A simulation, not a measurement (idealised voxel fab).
Proc. module: voxel gate over fins
Cross-sectional view cut (width: 140 nm; square cell size: 5 nm).
Square cells in a grid make up a cross-section in this document, and the grid is given as bands, listed from the top down, each one or more rows of cells.
Heights first: top, then bottom, in nm. Then materials, left to right, each with a width in nm. "edge to edge" on a single material: fills the band edge to edge. "air": empty space.
Where do heights start? At 0: under that level the wafer as delivered is made of one material only. And the lowest band has no floor; it just carries on downward, as in "0 nm and below".
It should be noted that a width expressed as "30..40" varies in equal increments from row to row of cells within the band, taking the value of the first number at the top row and that of the second number at the bottom row.
For the purposes of this document, the phrase "same as before" attached to a step denotes that no cell within the cross-section was modified by that step.
Reported under the label "Enclosed void entries" are the empty spaces having no open way to the top and comprising 8 cells or more; the notation for each is width x height at distance, in which the distance is measured from the left edge and all three values are in nm.
It should be noted that, on the line of a given step, the content following the step's settings is a remark produced by the simulator itself with respect to that step.
Regarding "overlay nm": on a step with a mask, it is the distance the mask lay to the right of its planned place; a negative value places it to the left.

Set out below are the planned steps of the process:
| 1 | op RECEIVE | material Si |
| 2 | op CONFORMAL_DEP | material SiN | thk nm 5 |
| 3 | op PATTERN | tone cover | mask id FINS | material resist | width nm 15 | pitch nm 60 | thk nm 20 | overlay nm 0 |
| 4 | op DIRECTIONAL_ETCH | etch materials SiN | depth nm 5 |
| 5 | op DIRECTIONAL_ETCH | etch materials Si | depth nm 40 |
| 6 | op STRIP | etch materials resist |
| 7 | op OXIDIZE | depth nm 5 |
| 8 | op FILL_DEP | material SiO2 | thk nm 15 |
| 9 | op CMP | height nm 5 |
| 10 | op PATTERN | tone open | mask id RAIL | material resist | width nm 15 | thk nm 15 | overlay nm 0 |
| 11 | op DIRECTIONAL_ETCH | etch materials SiO2 | depth nm 40 |
| 12 | op STRIP | etch materials resist |
| 13 | op CONFORMAL_DEP | material TiN | thk nm 5 |
| 14 | op FILL_DEP | material W | thk nm 10 |
| 15 | op CMP | height nm 5 |
| 16 | op SELECTIVE_ETCH | etch materials W Ru TiN | depth nm 20 |
| 17 | op FILL_DEP | material SiO2 | thk nm 5 |
| 18 | op CMP | height nm 5 |
| 19 | op SELECTIVE_ETCH | etch materials SiO2 | depth nm 15 |
| 20 | op STRIP | etch materials SiN |
| 21 | op CONFORMAL_DEP | material HfO2 | thk nm 5 |
| 22 | op CONFORMAL_DEP | material TiN | thk nm 5 |
| 23 | op CONFORMAL_DEP | material TiAl | thk nm 5 |
| 24 | op CONFORMAL_DEP | material TiN | thk nm 5 |
| 25 | op FILL_DEP | material W | thk nm 10 |
| 26 | op CMP | height nm 25 |
| 27 | op CONFORMAL_DEP | material SiCN | thk nm 10 |

Cross-section of the wafer at receipt, which is the condition after step 1:
0 nm and below: Si edge to edge
Enclosed void entries: none

Post-module cross-section: identical start and plan to those above, one misstep in execution:
35 nm to 25 nm: SiCN edge to edge
25 nm to 20 nm: W edge to edge
20 nm to 15 nm: 15 nm W | 50 nm TiN | 10 nm W | 50 nm TiN | 15 nm W
15 nm to 10 nm: 15 nm W | 5 nm TiN | 40 nm TiAl | 5 nm TiN | 10 nm W | 5 nm TiN | 40 nm TiAl | 5 nm TiN | 15 nm W
10 nm to 5 nm: 20 nm TiN | 5 nm TiAl | 30 nm TiN | 5 nm TiAl | 20 nm TiN | 5 nm TiAl | 30 nm TiN | 5 nm TiAl | 20 nm TiN
5 nm to 0 nm: 25 nm TiAl | 5 nm TiN | 20 nm HfO2 | 5 nm TiN | 30 nm TiAl | 5 nm TiN | 20 nm HfO2 | 5 nm TiN | 25 nm TiAl
0 nm to -5 nm: 30 nm TiN | 5 nm HfO2 | 10 nm Si | 5 nm HfO2 | 40 nm TiN | 5 nm HfO2 | 10 nm Si | 5 nm HfO2 | 30 nm TiN
-5 nm to -10 nm: 35 nm HfO2 | 10 nm Si | 50 nm HfO2 | 10 nm Si | 35 nm HfO2
-10 nm to -15 nm: 35 nm SiO2 | 10 nm Si | 50 nm SiO2 | 10 nm Si | 35 nm SiO2
-15 nm to -30 nm: 35 nm SiO2 | 10 nm Si | 15 nm SiO2 | 5 nm TiN | 5 nm W | 5 nm TiN | 20 nm SiO2 | 10 nm Si | 35 nm SiO2
-30 nm to -35 nm: 35 nm SiO2 | 10 nm Si | 15 nm SiO2 | 15 nm TiN | 20 nm SiO2 | 10 nm Si | 35 nm SiO2
-35 nm to -45 nm: 35 nm SiO2 | 10 nm Si | 50 nm SiO2 | 10 nm Si | 35 nm SiO2
-45 nm and below: Si edge to edge
Enclosed void entries: none
Heads up, the wafer didn't run the way we planned it: step 3 was run on a setting that differed from the plan, and what really ran there is op PATTERN | tone cover | mask id FINS | material resist | width nm 20 | pitch nm 60 | thk nm 20 | overlay nm 0
